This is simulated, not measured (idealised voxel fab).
process module | voxel ribs on slabs
cross-section cut | 200 nm wide | cells 5 nm
A cross-section is a grid of square cells, given in bands from the top down. A band is one or more rows of cells.
Each band's line starts with the height of the band's top and of its bottom, in nm. Then come its materials from left to right, each with its width in nm. One material with "throughout" fills the band from edge to edge. "air" is empty space.
Height 0 is the level under which the wafer as received is all one material. The lowest band goes on downwards, as in "0 down".
A width such as "30 to 40" changes by the same amount from each row of cells to the next, from the band's top row to its bottom row.
"no change" after a step means that no cell of the cross-section changed.
closed voids: empty space of 8 cells or more with no open way to the top, each as width x height at its distance from the left edge, in nm
after a step's settings: what the simulator itself notes on the step
overlay nm, on a step with a mask: how far to the right of its planned place the mask lay; to the left if negative
plan
1 op RECEIVE | material Si
2 op DIRECTIONAL_DEP | material SiO2 | thk nm 25
3 op DIRECTIONAL_DEP | material SiN | thk nm 20
4 op DIRECTIONAL_DEP | material aC | thk nm 10
5 op PATTERN | tone cover | mask id RIB | material resist | width nm 20 | thk nm 30 | overlay nm 0
6 op DIRECTIONAL_ETCH | etch materials aC | depth nm 10
7 op STRIP | etch materials resist
8 op DIRECTIONAL_ETCH | etch materials SiN | depth nm 10
9 op STRIP | etch materials aC
10 op PATTERN | tone cover | mask id SLAB | material resist | width nm 80 | thk nm 15 | overlay nm 0
11 op DIRECTIONAL_ETCH | etch materials SiN | depth nm 10
12 op STRIP | etch materials resist
13 op FILL_DEP | material SiO2 | thk nm 25
14 op CMP | height nm 65
15 op DIRECTIONAL_DEP | material W | thk nm 10
16 op PATTERN | tone cover | mask id HEATER | material resist | width nm 30 | thk nm 20 | overlay nm 0
17 op DIRECTIONAL_ETCH | etch materials W | depth nm 10
18 op STRIP | etch materials resist
19 op CONFORMAL_DEP | material SiN | thk nm 5
first wafer, as planned
as received, after step 1
  0 down: Si throughout
  closed voids: none
after step 2
  25 to 0: SiO2 throughout
  below 0: unchanged
after step 3
  45 to 25: SiN throughout
  below 25: unchanged
after step 4
  55 to 45: aC throughout
  below 45: unchanged
after step 5
  85 to 55: air 90 | resist 20 | air 90
  below 55: unchanged
after step 6
  75 to 55: air 90 | resist 20 | air 90
  55 to 45: air 90 | aC 20 | air 90
  below 45: unchanged
after step 7
  55 to 45: air 90 | aC 20 | air 90
  below 45: unchanged
after step 8
  55 to 45: air 90 | aC 20 | air 90
  45 to 35: air 90 | SiN 20 | air 90
  below 35: unchanged
after step 9
  45 to 35: air 90 | SiN 20 | air 90
  below 35: unchanged
after step 10
  60 to 45: air 60 | resist 80 | air 60
  45 to 35: air 60 | resist 30 | SiN 20 | resist 30 | air 60
  below 35: unchanged
after step 11
  60 to 45: air 60 | resist 80 | air 60
  45 to 35: air 60 | resist 30 | SiN 20 | resist 30 | air 60
  35 to 25: air 60 | SiN 80 | air 60
  below 25: unchanged
after step 12
  45 to 35: air 90 | SiN 20 | air 90
  below 35: unchanged
after step 13
  70 to 45: SiO2 throughout
  45 to 35: SiO2 90 | SiN 20 | SiO2 90
  35 to 25: SiO2 60 | SiN 80 | SiO2 60
  below 25: unchanged
after step 14
  65 to 45: SiO2 throughout
  below 45: unchanged
after step 15
  75 to 65: W throughout
  below 65: unchanged
after step 16
  95 to 75: air 85 | resist 30 | air 85
  below 75: unchanged
after step 17
  95 to 75: air 85 | resist 30 | air 85
  75 to 65: air 85 | W 30 | air 85
  below 65: unchanged
after step 18
  75 to 65: air 85 | W 30 | air 85
  below 65: unchanged
after step 19
  80 to 75: air 80 | SiN 40 | air 80
  75 to 70: air 80 | SiN 5 | W 30 | SiN 5 | air 80
  70 to 65: SiN 85 | W 30 | SiN 85
  below 65: unchanged
second wafer: like start, like plan, one mistake. Through step 4 it matches the first wafer
when step 5 should have ended
  85 to 55: resist 90 | air 20 | resist 90
  below 55: unchanged
when step 6 should have ended
  75 to 55: resist 90 | air 20 | resist 90
  55 to 45: aC 90 | air 20 | aC 90
  below 45: unchanged
when step 7 should have ended
  55 to 45: aC 90 | air 20 | aC 90
  below 45: unchanged
when step 8 should have ended
  55 to 45: aC 90 | air 20 | aC 90
  45 to 35: SiN 90 | air 20 | SiN 90
  below 35: unchanged
when step 9 should have ended
  45 to 35: SiN 90 | air 20 | SiN 90
  below 35: unchanged
when step 10 should have ended
  60 to 45: air 60 | resist 80 | air 60
  45 to 35: SiN 90 | resist 20 | SiN 90
  below 35: unchanged
when step 11 should have ended
  60 to 45: air 60 | resist 80 | air 60
  45 to 35: air 60 | SiN 30 | resist 20 | SiN 30 | air 60
  below 35: unchanged
when step 12 should have ended
  45 to 35: air 60 | SiN 30 | air 20 | SiN 30 | air 60
  below 35: unchanged
when step 13 should have ended
  70 to 45: SiO2 throughout
  45 to 35: SiO2 60 | SiN 30 | SiO2 20 | SiN 30 | SiO2 60
  below 35: unchanged
when step 14 should have ended
  65 to 45: SiO2 throughout
  below 45: unchanged
when step 15 should have ended
  75 to 65: W throughout
  below 65: unchanged
when step 16 should have ended
  95 to 75: air 85 | resist 30 | air 85
  below 75: unchanged
when step 17 should have ended
  95 to 75: air 85 | resist 30 | air 85
  75 to 65: air 85 | W 30 | air 85
  below 65: unchanged
when step 18 should have ended
  75 to 65: air 85 | W 30 | air 85
  below 65: unchanged
when step 19 should have ended
  80 to 75: air 80 | SiN 40 | air 80
  75 to 70: air 80 | SiN 5 | W 30 | SiN 5 | air 80
  70 to 65: SiN 85 | W 30 | SiN 85
  below 65: unchanged
what went wrong: step 5 ran as: op PATTERN | tone open | mask id RIB | material resist | width nm 20 | thk nm 30 | overlay nm 0
at the end the second wafer has, in cells: 64 more of SiN | 64 fewer of SiO2
